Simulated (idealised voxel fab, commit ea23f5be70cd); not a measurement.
Process module heading - voxel tone inversion
Cross-sectional view cut (width: 270 nm; square cell size: 5 nm).
We lay out every cross-section as a grid of square cells and spell it out in bands from the top down, where one band means one or more rows of cells.
Top height, bottom height, nm. Materials left to right, width each, nm. Single material + "everywhere" = fills band edge to edge. "empty" = empty.
For the purposes of this specification, 0 denotes the height below which the wafer in its as-received condition is composed wholly of one material, and the lowermost band, lacking a lower limit, extends downward without end, as expressed in "z 0 and below".
A two-number width, for instance "30..40", indicates that the width is equal to the first number in the top row of the band and to the second number in the bottom row, and that it changes by a constant amount per row of cells.
When a step is marked "remained the same", none of the cells in the cross-section changed during that step.
For the entry "Enclosed internal cavities", the listed items are empty spaces with no open way to the top whose size is 8 cells or more; each item follows the pattern width x height at distance, where distance is from the left edge and all three are in nm.
Heads up: the bit after the settings on a step's line is the simulator's remark on that step.
overlay nm: mask right of planned place by this much (step with mask). Neg. = left.

List of planned process steps
1: RECEIVE: material Si
2: CONFORMAL_DEP: material SiCN, thk nm 5
3: DIRECTIONAL_DEP: material aC, thk nm 25
4: PATTERN: tone cover, mask id POSTS, material resist, width nm 25, pitch nm 45, thk nm 35, overlay nm 0
5: DIRECTIONAL_ETCH: etch materials aC, depth nm 25
6: STRIP: etch materials resist
7: FILL_DEP: material lowk, thk nm 5
8: CMP: height nm 30
9: STRIP: etch materials aC

First wafer out of two, processed as planned

Shown in cross-section is the wafer as received, that is, as it stands after step 1
    z 0 and below  Si everywhere
    Enclosed internal cavities: none

Sectional view: wafer, after step 2
    z 5 to 0  SiCN everywhere
    At heights below 0, the structure remains unaltered.

Sectional view: wafer, after step 3
    z 30 to 5  aC everywhere
    At heights below 5, the structure remains unaltered.

Sectional view: wafer, after step 4
    z 65 to 30  empty: 100 | resist: 25 | empty: 20 | resist: 25 | empty: 100
    At heights below 30, the structure remains unaltered.

Sectional view: wafer, after step 5
    z 40 to 30  empty: 100 | resist: 25 | empty: 20 | resist: 25 | empty: 100
    z 30 to 5  empty: 100 | aC: 25 | empty: 20 | aC: 25 | empty: 100
    At heights below 5, the structure remains unaltered.

Sectional view: wafer, after step 6
    z 30 to 5  empty: 100 | aC: 25 | empty: 20 | aC: 25 | empty: 100
    At heights below 5, the structure remains unaltered.

Sectional view: wafer, after step 7
    z 35 to 30  lowk everywhere
    z 30 to 5  lowk: 100 | aC: 25 | lowk: 20 | aC: 25 | lowk: 100
    At heights below 5, the structure remains unaltered.

Sectional view: wafer, after step 8
    z 30 to 5  lowk: 100 | aC: 25 | lowk: 20 | aC: 25 | lowk: 100
    At heights below 5, the structure remains unaltered.

Sectional view: wafer, after step 9
    z 30 to 5  lowk: 100 | empty: 25 | lowk: 20 | empty: 25 | lowk: 100
    At heights below 5, the structure remains unaltered.

Okay, second wafer. Nothing different at the start, nothing different in the plan, just one mistake somewhere in the running. As far as step 2, counting that step, it's the first wafer all over again

Second wafer, cut view, end of step 3 per plan
    z 30 to 0  SiCN everywhere
    At heights below 0, the structure remains unaltered.

Second wafer, cut view, end of step 4 per plan
    z 65 to 30  empty: 100 | resist: 25 | empty: 20 | resist: 25 | empty: 100
    At heights below 30, the structure remains unaltered.

Second wafer, cut view, end of step 5 per plan
    z 40 to 30  empty: 100 | resist: 25 | empty: 20 | resist: 25 | empty: 100
    At heights below 30, the structure remains unaltered.

Second wafer, cut view, end of step 6 per plan
    z 30 to 0  SiCN everywhere
    At heights below 0, the structure remains unaltered.

Second wafer, cut view, end of step 7 per plan
    z 35 to 30  lowk everywhere
    At heights below 30, the structure remains unaltered.

Second wafer, cut view, end of step 8 per plan
    z 30 to 0  SiCN everywhere
    At heights below 0, the structure remains unaltered.

Second wafer, cut view, end of step 9 per plan: remained the same
Where did the run depart from the plan? note that step 3 departed from the planned setting and was carried out as DIRECTIONAL_DEP: material SiCN, thk nm 25
Bottom line after processing is that, in cells, the second wafer is up or down on some materials versus the first: SiCN: 270 more, lowk: 220 fewer
